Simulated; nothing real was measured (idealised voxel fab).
The following is a process module called voxel fin reveal.
150 nm wide, 5 nm square cells: that's cross-section cut.
If you're reading a cross-section in this doc, picture square cells in a grid; it comes to you as bands, top ones listed first down to the bottom, and a band can be one or more rows of cells.
The entry gives the band's vertical extent as a top height and a bottom height in nm, then its horizontal make-up as materials from left to right, each with a width in nm. "blank" stands for empty space; a single material marked "all across" fills the band edge to edge.
Height is counted from the level 0, under which the received wafer is composed throughout of one material. The lowest of the bands is not closed at the bottom but continues downward, in the notation "0..down".
Width spec "30..40" -> top row of cells at first value, bottom row at second value, equal per-row change in between.
Step marked "all unchanged"? Then no cell in the cross-section changed in it.
"Unvented internal voids" means: voids of 8 cells or more that are shut off from the top with no open way through. Written width x height at distance, distance from the left edge, in nm.
If you see something after the settings on a step's line, that's the simulator's own remark about that step.
The line of a step may include "overlay nm". On a step with a mask, this value is how far to the right of its planned place the mask lay. A negative value means the mask lay to the left.

## The process steps that were planned are listed below
1: RECEIVE (material Si)
2: CONFORMAL_DEP (material SiN; thk nm 10)
3: PATTERN (tone cover; mask id FINS; material resist; width nm 15; pitch nm 40; thk nm 15; overlay nm 0)
4: DIRECTIONAL_ETCH (etch materials SiN; depth nm 10)
5: DIRECTIONAL_ETCH (etch materials Si; depth nm 30)
6: STRIP (etch materials resist)
7: FILL_DEP (material SiO2; thk nm 5)
8: CMP (height nm 10)
9: SELECTIVE_ETCH (etch materials SiO2; depth nm 25)
10: STRIP (etch materials SiN)
11: CONFORMAL_DEP (material HfO2; thk nm 5)

## as received, after step 1
0..down: Si all across
Unvented internal voids: none

## As-planned run: cross-section of the first of two wafers at end of module
5..0: blank: 20 / HfO2: 25 / blank: 15 / HfO2: 25 / blank: 15 / HfO2: 25 / blank: 25
0..-10: blank: 20 / HfO2: 5 / Si: 15 / HfO2: 5 / blank: 15 / HfO2: 5 / Si: 15 / HfO2: 5 / blank: 15 / HfO2: 5 / Si: 15 / HfO2: 5 / blank: 25
-10..-15: HfO2: 25 / Si: 15 / HfO2: 25 / Si: 15 / HfO2: 25 / Si: 15 / HfO2: 30
-15..-30: SiO2: 25 / Si: 15 / SiO2: 25 / Si: 15 / SiO2: 25 / Si: 15 / SiO2: 30
-30..down: Si all across
Unvented internal voids: none

## So this is wafer number two of the two, cut at the end of the module - it started where the first did and had the same plan, we just got one thing wrong running it
5..0: HfO2: 30 / blank: 5 / HfO2: 35 / blank: 5 / HfO2: 35 / blank: 5 / HfO2: 35
0..-10: Si: 25 / HfO2: 5 / blank: 5 / HfO2: 5 / Si: 25 / HfO2: 5 / blank: 5 / HfO2: 5 / Si: 25 / HfO2: 5 / blank: 5 / HfO2: 5 / Si: 30
-10..-15: Si: 25 / HfO2: 15 / Si: 25 / HfO2: 15 / Si: 25 / HfO2: 15 / Si: 30
-15..-30: Si: 25 / SiO2: 15 / Si: 25 / SiO2: 15 / Si: 25 / SiO2: 15 / Si: 30
-30..down: Si all across
Unvented internal voids: none
Against the plan, the run slipped here: step 3 did not use the planned setting and instead ran as PATTERN (tone open; mask id FINS; material resist; width nm 15; pitch nm 40; thk nm 15; overlay nm 0)
End check, counted in cells, second wafer has more or fewer of these materials than the first: +72 Si; -36 SiO2
